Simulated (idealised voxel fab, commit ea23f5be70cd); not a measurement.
process module | voxel trench capacitor
175 nm wide, 5 nm square cells: that's cross-section cut.
How to read a cross-section here: the picture is a grid of square cells, written as bands going from the top down, and any band can span one or more rows of cells. The entry gives the band's vertical extent as a top height and a bottom height in nm, then its horizontal make-up as materials from left to right, each with a width in nm. "air" stands for empty space; a single material marked "full width" fills the band edge to edge. Heights are expressed relative to 0, this being the level below which the as-received wafer comprises one material exclusively. The lowest band is unbounded in the downward direction and is denoted as in "0 -> down". When a width is written as two numbers, as in "30..40", the first number is the width in the top row of cells of the band and the second is the width in its bottom row, and the width changes by the same amount from each row to the next. "nothing different" means the step left every cell of the cross-section as it was. Any empty space of 8 cells or more lacking an open way to the top shows up in "Fully closed voids" as width x height at distance, distance from the left edge, in nm. On each step's line, the part that comes after the settings is the simulator's own comment on the step. You can add "overlay nm" to a step's line. For a step with a mask, it describes how far the mask lay to the right of its planned position, and a negative number describes a lay to the left.

-- Steps planned for the process
1) op RECEIVE | material Si
2) op CONFORMAL_DEP | material SiN | thk nm 10
3) op DIRECTIONAL_DEP | material aC | thk nm 15
4) op PATTERN | tone open | mask id TRENCH | material resist | width nm 25 | pitch nm 40 | thk nm 30 | overlay nm 0
5) op DIRECTIONAL_ETCH | etch materials aC | depth nm 15
6) op STRIP | etch materials resist
7) op DIRECTIONAL_ETCH | etch materials SiN | depth nm 10
8) op DIRECTIONAL_ETCH | etch materials Si | depth nm 35
9) op STRIP | etch materials aC
10) op CONFORMAL_DEP | material Al2O3 | thk nm 5
11) op CONFORMAL_DEP | material TiN | thk nm 5
12) op FILL_DEP | material W | thk nm 10
13) op CMP | height nm 10

-- Step 1 complete: cross-section of the wafer as received
- 0 -> down | Si full width
- Fully closed voids: none

-- What the wafer looks like in cross-section after this module, when it starts as shown above and follows the plan above but one mistake is made in running it
- 10 -> 0 | SiN 35 nm; TiN 5 nm; Al2O3 5 nm; W 5 nm; Al2O3 5 nm; TiN 5 nm; SiN 15 nm; TiN 5 nm; Al2O3 5 nm; W 5 nm; Al2O3 5 nm; TiN 5 nm; SiN 15 nm; TiN 5 nm; Al2O3 5 nm; W 5 nm; Al2O3 5 nm; TiN 5 nm; SiN 35 nm
- 0 -> -25 | Si 35 nm; TiN 5 nm; Al2O3 5 nm; W 5 nm; Al2O3 5 nm; TiN 5 nm; Si 15 nm; TiN 5 nm; Al2O3 5 nm; W 5 nm; Al2O3 5 nm; TiN 5 nm; Si 15 nm; TiN 5 nm; Al2O3 5 nm; W 5 nm; Al2O3 5 nm; TiN 5 nm; Si 35 nm
- -25 -> -30 | Si 35 nm; TiN 5 nm; Al2O3 15 nm; TiN 5 nm; Si 15 nm; TiN 5 nm; Al2O3 15 nm; TiN 5 nm; Si 15 nm; TiN 5 nm; Al2O3 15 nm; TiN 5 nm; Si 35 nm
- -30 -> -35 | Si 35 nm; TiN 25 nm; Si 15 nm; TiN 25 nm; Si 15 nm; TiN 25 nm; Si 35 nm
- -35 -> down | Si full width
- Fully closed voids: none
Misprocessing identified: note: step 10 <-> step 11, run order reversed vs plan
